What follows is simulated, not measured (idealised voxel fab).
process module | voxel released beams
cross-section cut | 290 nm wide | cells 5 nm
Cross-section format: a grid of square cells, given as bands from top to bottom; each band is one or more rows of cells.
Look at the band entry: it leads with the top's height and the bottom's height in nm. Then it lists the materials left to right, with a width in nm for each. The word "all across" on a single material says that material fills the band edge to edge. The word "empty" is empty space.
Height reference: 0 = level under which incoming wafer is all one material. Lowest band: no bottom, runs on downward, e.g. "top 0, no bottom".
Top row gets the first number, bottom row gets the second, and each row in between changes by the same step: that is how a band width like "30..40" works.
The designation "no modification", where it is given for a processing step, indicates that no cell of the cross-section was altered in the course of that step.
Any empty space of 8 cells or more lacking an open way to the top shows up in "Closed internal cavities" as width x height at distance, distance from the left edge, in nm.
On a step's line, text after the settings is the simulator commenting on that step.
The line of a step may include "overlay nm". On a step with a mask, this value is how far to the right of its planned place the mask lay. A negative value means the mask lay to the left.

Planned process steps
step 1: RECEIVE | material Si
step 2: CONFORMAL_DEP | material SiN | thk nm 5
step 3: DIRECTIONAL_DEP | material SiO2 | thk nm 10
step 4: DIRECTIONAL_DEP | material aC | thk nm 10
step 5: PATTERN | tone open | mask id ANCHOR | material resist | width nm 40 | thk nm 25 | overlay nm 0
step 6: DIRECTIONAL_ETCH | etch materials aC | depth nm 10
step 7: STRIP | etch materials resist
step 8: DIRECTIONAL_ETCH | etch materials SiO2 | depth nm 10
step 9: STRIP | etch materials aC
step 10: CONFORMAL_DEP | material W | thk nm 15
step 11: MASKED_ETCH | tone cover | mask id BEAM | width nm 120 | etch materials W | depth nm 15 | overlay nm 0
step 12: STRIP | etch materials SiO2
Same starting wafers, different thk nm at step 2. Plan value belongs to the first wafer.

Cross-section of the first of several received wafers, showing its state after step 1
* top 0, no bottom: Si all across
* Closed internal cavities: none

Basically each wafer gets a line in the table, showing it at the end of the module: material by material, the cells it gained (+) or lost (-) since we got it, then its closed voids
thk nm 5, +58 SiN, +84 W, Closed internal cavities: none
thk nm 10, +116 SiN, +84 W, Closed internal cavities: none
thk nm 15, +174 SiN, +84 W, Closed internal cavities: none
thk nm 20, +232 SiN, +84 W, Closed internal cavities: none
